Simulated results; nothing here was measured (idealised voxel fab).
Process module name: voxel plated lines
The width of the displayed cross-section, cut, is 145 nm; its cells are square, with a size of 5 nm.
Heads up, the way a cross-section reads in here is a grid of square cells, handed over as bands from the top down, with every band being one or more rows of cells.
Band entry format. Leading values: height of top, height of bottom, nm. Remainder: materials in left-to-right order, each with its width in nm. Special words: "throughout" on a single material, which then fills the band edge to edge; "air", empty space.
Convention: height 0 is the level below which the wafer, as received, is all one material. The lowest band does not terminate at the bottom but continues downward, represented as "0..down".
Width "30->40": first value at the band's top row of cells, second value at its bottom row, equal change from row to row.
"remains unaltered" means the step left every cell of the cross-section as it was.
In "Enclosed empty spaces" the enclosed voids are listed, meaning empty spaces of 8 cells or larger without any opening to the top. The form is width x height at distance, distance from the left edge, units nm.
Heads up: the bit after the settings on a step's line is the simulator's remark on that step.
A step's line can hold "overlay nm"; with a mask on that step, the setting says how far right of the planned place the mask lay, while a negative setting says it lay to the left.

PROCESS STEPS - PLAN
| 1 | RECEIVE: material Si |
| 2 | CONFORMAL_DEP: material Al2O3, thk nm 10 |
| 3 | DIRECTIONAL_DEP: material TiN, thk nm 5 |
| 4 | PATTERN: tone open, mask id LINES, material resist, width nm 30, pitch nm 45, thk nm 20, overlay nm 0 |
| 5 | EPI: material Ru, thk nm 5 |
| 6 | STRIP: etch materials resist |
| 7 | DIRECTIONAL_ETCH: etch materials TiN, depth nm 5 |
| 8 | CONFORMAL_DEP: material SiO2, thk nm 5 |

THE FIRST OF TWO WAFERS, RUN AS PLANNED

INCOMING WAFER IN CROSS-SECTION (STATE: AFTER STEP 1)
    0..down = Si throughout
    Enclosed empty spaces: none

SECTIONAL VIEW: WAFER, AFTER STEP 2
    10..0 = Al2O3 throughout
    Note: structure below 0 unchanged.

SECTIONAL VIEW: WAFER, AFTER STEP 3
    15..10 = TiN throughout
    Note: structure below 10 unchanged.

SECTIONAL VIEW: WAFER, AFTER STEP 4
    35..15 = resist 35 | air 30 | resist 15 | air 30 | resist 35
    Note: structure below 15 unchanged.

SECTIONAL VIEW: WAFER, AFTER STEP 5
    35..20 = resist 35 | air 30 | resist 15 | air 30 | resist 35
    20..15 = resist 35 | Ru 30 | resist 15 | Ru 30 | resist 35
    Note: structure below 15 unchanged.

SECTIONAL VIEW: WAFER, AFTER STEP 6
    20..15 = air 35 | Ru 30 | air 15 | Ru 30 | air 35
    Note: structure below 15 unchanged.

SECTIONAL VIEW: WAFER, AFTER STEP 7
    20..15 = air 35 | Ru 30 | air 15 | Ru 30 | air 35
    15..10 = air 35 | TiN 30 | air 15 | TiN 30 | air 35
    Note: structure below 10 unchanged.

SECTIONAL VIEW: WAFER, AFTER STEP 8
    25..20 = air 30 | SiO2 40 | air 5 | SiO2 40 | air 30
    20..15 = air 30 | SiO2 5 | Ru 30 | SiO2 5 | air 5 | SiO2 5 | Ru 30 | SiO2 5 | air 30
    15..10 = SiO2 35 | TiN 30 | SiO2 15 | TiN 30 | SiO2 35
    Note: structure below 10 unchanged.

THE REMAINING WAFER, SECOND OF THE TWO, STARTED LIKE THE FIRST AND WAS RUN TO THE SAME PLAN, EXCEPT THAT ONE MISTAKE WAS MADE ALONG THE WAY; THE TWO COINCIDE THROUGH STEP 7, INCLUSIVE

CROSS-SECTIONAL REPRESENTATION OF THE SECOND WAFER AT THE TIME DESIGNATED IN THE PLAN FOR THE COMPLETION OF STEP 8
    35..25 = air 20 | SiO2 105 | air 20
    25..20 = SiO2 throughout
    20..15 = SiO2 35 | Ru 30 | SiO2 15 | Ru 30 | SiO2 35
    15..10 = SiO2 35 | TiN 30 | SiO2 15 | TiN 30 | SiO2 35
    Note: structure below 10 unchanged.
Processing error: contrary to plan, step 8 was performed as CONFORMAL_DEP: material SiO2, thk nm 15
The final cell counts differ between the wafers, with the second having more or fewer of some materials than the first: SiO2: 68 more
